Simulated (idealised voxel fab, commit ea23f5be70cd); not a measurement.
process module | voxel tone inversion
cross-section cut | 290 nm wide | cells 5 nm
A cross-section is a grid of square cells, given in bands from the top down. A band is one or more rows of cells.
Each band's line starts with the height of the band's top and of its bottom, in nm. Then come its materials from left to right, each with its width in nm. One material with "throughout" fills the band from edge to edge. "air" is empty space.
Height 0 is the level under which the wafer as received is all one material. The lowest band goes on downwards, as in "0 down".
A width such as "30 to 40" changes by the same amount from each row of cells to the next, from the band's top row to its bottom row.
"no change" after a step means that no cell of the cross-section changed.
closed voids: empty space of 8 cells or more with no open way to the top, each as width x height at its distance from the left edge, in nm
after a step's settings: what the simulator itself notes on the step
overlay nm, on a step with a mask: how far to the right of its planned place the mask lay; to the left if negative
plan
1 op RECEIVE | material Si
2 op CONFORMAL_DEP | material SiCN | thk nm 10
3 op DIRECTIONAL_DEP | material polySi | thk nm 15
4 op PATTERN | tone cover | mask id POSTS | material resist | width nm 25 | pitch nm 45 | thk nm 25 | overlay nm 0
5 op DIRECTIONAL_ETCH | etch materials polySi | depth nm 15
6 op STRIP | etch materials resist
7 op FILL_DEP | material lowk | thk nm 5
8 op CMP | height nm 25
9 op STRIP | etch materials polySi
as received, after step 1
  0 down: Si throughout
  closed voids: none
a wafer at the end: this start, this plan, one mistake
  25 to 15: SiCN throughout
  15 to 0: polySi throughout
  0 down: Si throughout
  closed voids: none
what went wrong: steps 2 and 3 were swapped
